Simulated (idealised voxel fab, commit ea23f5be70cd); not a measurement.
Documented hereafter: the process module known as voxel self aligned contacts.
We display cut, a cross-section 215 nm in width whose square cells are each 5 nm.
The cross-sections in this document take the form of a grid made of square cells. They are written out as bands, in order from top to bottom. Each band consists of one or more rows of cells.
Read a band's entry like this: the first values are the height of its top and the height of its bottom in nm, and what follows is the sequence of materials from left to right, each with its width in nm. Note that "blank" is empty space, and that a single material marked "everywhere" reaches across the band from edge to edge.
Heights from 0 (as-received wafer is one material below). Bottom band endless downward, as "0 -> down".
It should be noted that a width expressed as "30->40" varies in equal increments from row to row of cells within the band, taking the value of the first number at the top row and that of the second number at the bottom row.
The cross-section has no changed cell in any step marked "no alteration".
Look at "Sealed void inventory" for the closed voids: empty spaces with no open path to the top, sized 8 cells or up. Each is width x height at distance, distance from the left edge, all nm.
Formally, on a step line, whatever follows the settings is a remark that the simulator itself makes on the step.
The optional step-line setting "overlay nm" applies to steps with a mask and quantifies how far to the right of its planned location the mask lay, a negative value indicating leftward placement.
These are the steps we planned for the process:
1,RECEIVE (material Si)
2,OXIDIZE (depth nm 5)
3,DIRECTIONAL_DEP (material polySi; thk nm 20)
4,DIRECTIONAL_DEP (material SiN; thk nm 15)
5,DIRECTIONAL_DEP (material aC; thk nm 15)
6,PATTERN (tone cover; mask id GATE; material resist; width nm 20; pitch nm 65; thk nm 30; overlay nm 0)
7,DIRECTIONAL_ETCH (etch materials aC; depth nm 15)
8,STRIP (etch materials resist)
9,DIRECTIONAL_ETCH (etch materials SiN; depth nm 15)
10,DIRECTIONAL_ETCH (etch materials polySi; depth nm 20)
11,STRIP (etch materials aC)
12,CONFORMAL_DEP (material SiN; thk nm 5)
13,DIRECTIONAL_ETCH (etch materials SiN; depth nm 5)
14,FILL_DEP (material SiO2; thk nm 15)
15,CMP (height nm 45)
16,DIRECTIONAL_DEP (material aC; thk nm 10)
17,PATTERN (tone open; mask id CONTACT; material resist; width nm 45; pitch nm 65; thk nm 25; overlay nm 0)
18,DIRECTIONAL_ETCH (etch materials aC; depth nm 10)
19,STRIP (etch materials resist)
20,DIRECTIONAL_ETCH (etch materials SiO2; depth nm 50)
21,STRIP (etch materials aC)
22,CONFORMAL_DEP (material TiN; thk nm 5)
23,FILL_DEP (material W; thk nm 5)
24,CMP (height nm 45)
25,CONFORMAL_DEP (material SiN; thk nm 5)
Wafer-to-wafer difference: width nm, step 6. Common start. Plan = first wafer's value.
Cross-section: the first of several wafers in its as-received state, i.e. following step 1:
  0 -> down: Si everywhere
  Sealed void inventory: none
Below: a row per wafer. Contents at end of module: for every material, cells gained since receipt (+) or lost since receipt (-); then closed voids:
width nm 20, -43 Si, +121 SiN, +156 SiO2, +54 TiN, +94 W, +48 polySi, Sealed void inventory: none
width nm 25, -43 Si, +130 SiN, +151 SiO2, +54 TiN, +78 W, +60 polySi, Sealed void inventory: none
width nm 30, -43 Si, +139 SiN, +146 SiO2, +54 TiN, +62 W, +72 polySi, Sealed void inventory: none
width nm 35, -43 Si, +148 SiN, +141 SiO2, +54 TiN, +46 W, +84 polySi, Sealed void inventory: none
width nm 40, -43 Si, +157 SiN, +136 SiO2, +54 TiN, +30 W, +96 polySi, Sealed void inventory: none
width nm 45, -43 Si, +166 SiN, +131 SiO2, +54 TiN, +14 W, +108 polySi, Sealed void inventory: none
